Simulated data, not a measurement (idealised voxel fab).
process module | voxel spacer lines
cross-section cut | 230 nm wide | cells 5 nm
A cross-section is a grid of square cells, given in bands from the top down. A band is one or more rows of cells.
Each band's line starts with the height of the band's top and of its bottom, in nm. Then come its materials from left to right, each with its width in nm. One material with "throughout" fills the band from edge to edge. "air" is empty space.
Height 0 is the level under which the wafer as received is all one material. The lowest band goes on downwards, as in "0 down".
A width such as "30 to 40" changes by the same amount from each row of cells to the next, from the band's top row to its bottom row.
"no change" after a step means that no cell of the cross-section changed.
closed voids: empty space of 8 cells or more with no open way to the top, each as width x height at its distance from the left edge, in nm
after a step's settings: what the simulator itself notes on the step
overlay nm, on a step with a mask: how far to the right of its planned place the mask lay; to the left if negative
plan
1 op RECEIVE | material Si
2 op CONFORMAL_DEP | material Al2O3 | thk nm 10
3 op DIRECTIONAL_DEP | material polySi | thk nm 20
4 op DIRECTIONAL_DEP | material aC | thk nm 30
5 op PATTERN | tone cover | mask id MANDREL | material resist | width nm 20 | pitch nm 70 | thk nm 35 | overlay nm -15
6 op DIRECTIONAL_ETCH | etch materials aC | depth nm 30
7 op STRIP | etch materials resist
8 op CONFORMAL_DEP | material SiO2 | thk nm 15
9 op DIRECTIONAL_ETCH | etch materials SiO2 | depth nm 15
10 op STRIP | etch materials aC
11 op DIRECTIONAL_ETCH | etch materials polySi | depth nm 20
12 op STRIP | etch materials SiO2
13 op FILL_DEP | material SiO2 | thk nm 5
14 op CMP | height nm 30
varied across the wafers: overlay nm of step 5. The plan shows the first wafer's value. All wafers start alike
first wafer as received, after step 1
  0 down: Si throughout
  closed voids: none
first wafer at the end, after step 14
  30 to 10: SiO2 40 | polySi 15 | SiO2 20 | polySi 15 | SiO2 20 | polySi 15 | SiO2 20 | polySi 15 | SiO2 70
  10 to 0: Al2O3 throughout
  0 down: Si throughout
  closed voids: none
last wafer at the end
  30 to 10: SiO2 70 | polySi 15 | SiO2 20 | polySi 15 | SiO2 20 | polySi 15 | SiO2 20 | polySi 15 | SiO2 40
  10 to 0: Al2O3 throughout
  0 down: Si throughout
  closed voids: none
each wafer at the end: cells of each material gained (+) or lost (-) since it was received, then its closed voids
overlay nm -15 | +92 Al2O3 | +136 SiO2 | +48 polySi | closed voids: none
overlay nm -10 | +92 Al2O3 | +136 SiO2 | +48 polySi | closed voids: none
overlay nm -5 | +92 Al2O3 | +136 SiO2 | +48 polySi | closed voids: none
overlay nm 0 | +92 Al2O3 | +136 SiO2 | +48 polySi | closed voids: none
overlay nm 5 | +92 Al2O3 | +136 SiO2 | +48 polySi | closed voids: none
overlay nm 10 | +92 Al2O3 | +136 SiO2 | +48 polySi | closed voids: none
overlay nm 15 | +92 Al2O3 | +136 SiO2 | +48 polySi | closed voids: none
